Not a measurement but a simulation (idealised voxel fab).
process module | voxel trench capacitor
cross-section cut | 240 nm wide | cells 5 nm
A cross-section is a grid of square cells, given in bands from the top down. A band is one or more rows of cells.
Each band's line starts with the height of the band's top and of its bottom, in nm. Then come its materials from left to right, each with its width in nm. One material with "throughout" fills the band from edge to edge. "air" is empty space.
Height 0 is the level under which the wafer as received is all one material. The lowest band goes on downwards, as in "0 down".
A width such as "30 to 40" changes by the same amount from each row of cells to the next, from the band's top row to its bottom row.
"no change" after a step means that no cell of the cross-section changed.
closed voids: empty space of 8 cells or more with no open way to the top, each as width x height at its distance from the left edge, in nm
after a step's settings: what the simulator itself notes on the step
overlay nm, on a step with a mask: how far to the right of its planned place the mask lay; to the left if negative
plan
1 op RECEIVE | material Si
2 op CONFORMAL_DEP | material SiN | thk nm 5
3 op PATTERN | tone open | mask id TRENCH | material resist | width nm 15 | pitch nm 40 | thk nm 15 | overlay nm 0
4 op DIRECTIONAL_ETCH | etch materials SiN | depth nm 5
5 op DIRECTIONAL_ETCH | etch materials Si | depth nm 40
6 op STRIP | etch materials resist
7 op CONFORMAL_DEP | material Al2O3 | thk nm 5
8 op CONFORMAL_DEP | material TiN | thk nm 5
9 op FILL_DEP | material W | thk nm 5
10 op CMP | height nm 5
varied across the wafers: width nm of step 3. The plan shows the first wafer's value. All wafers start alike
first wafer as received, after step 1
  0 down: Si throughout
  closed voids: none
first wafer at the end, after step 10
  5 to 0: SiN 50 | Al2O3 5 | TiN 5 | Al2O3 5 | SiN 25 | Al2O3 5 | TiN 5 | Al2O3 5 | SiN 25 | Al2O3 5 | TiN 5 | Al2O3 5 | SiN 25 | Al2O3 5 | TiN 5 | Al2O3 5 | SiN 55
  0 to -35: Si 50 | Al2O3 5 | TiN 5 | Al2O3 5 | Si 25 | Al2O3 5 | TiN 5 | Al2O3 5 | Si 25 | Al2O3 5 | TiN 5 | Al2O3 5 | Si 25 | Al2O3 5 | TiN 5 | Al2O3 5 | Si 55
  -35 to -40: Si 50 | Al2O3 15 | Si 25 | Al2O3 15 | Si 25 | Al2O3 15 | Si 25 | Al2O3 15 | Si 55
  -40 down: Si throughout
  closed voids: none
last wafer at the end
  5 to 0: SiN 45 | Al2O3 5 | TiN 5 | W 5 | TiN 5 | Al2O3 5 | SiN 15 | Al2O3 5 | TiN 5 | W 5 | TiN 5 | Al2O3 5 | SiN 15 | Al2O3 5 | TiN 5 | W 5 | TiN 5 | Al2O3 5 | SiN 15 | Al2O3 5 | TiN 5 | W 5 | TiN 5 | Al2O3 5 | SiN 50
  0 to -30: Si 45 | Al2O3 5 | TiN 5 | W 5 | TiN 5 | Al2O3 5 | Si 15 | Al2O3 5 | TiN 5 | W 5 | TiN 5 | Al2O3 5 | Si 15 | Al2O3 5 | TiN 5 | W 5 | TiN 5 | Al2O3 5 | Si 15 | Al2O3 5 | TiN 5 | W 5 | TiN 5 | Al2O3 5 | Si 50
  -30 to -35: Si 45 | Al2O3 5 | TiN 15 | Al2O3 5 | Si 15 | Al2O3 5 | TiN 15 | Al2O3 5 | Si 15 | Al2O3 5 | TiN 15 | Al2O3 5 | Si 15 | Al2O3 5 | TiN 15 | Al2O3 5 | Si 50
  -35 to -40: Si 45 | Al2O3 25 | Si 15 | Al2O3 25 | Si 15 | Al2O3 25 | Si 15 | Al2O3 25 | Si 50
  -40 down: Si throughout
  closed voids: none
each wafer at the end: cells of each material gained (+) or lost (-) since it was received, then its closed voids
width nm 15 | +76 Al2O3 | -96 Si | +36 SiN | +32 TiN | closed voids: none
width nm 20 | +80 Al2O3 | -128 Si | +32 SiN | +64 TiN | closed voids: none
width nm 25 | +84 Al2O3 | -160 Si | +28 SiN | +68 TiN | +28 W | closed voids: none
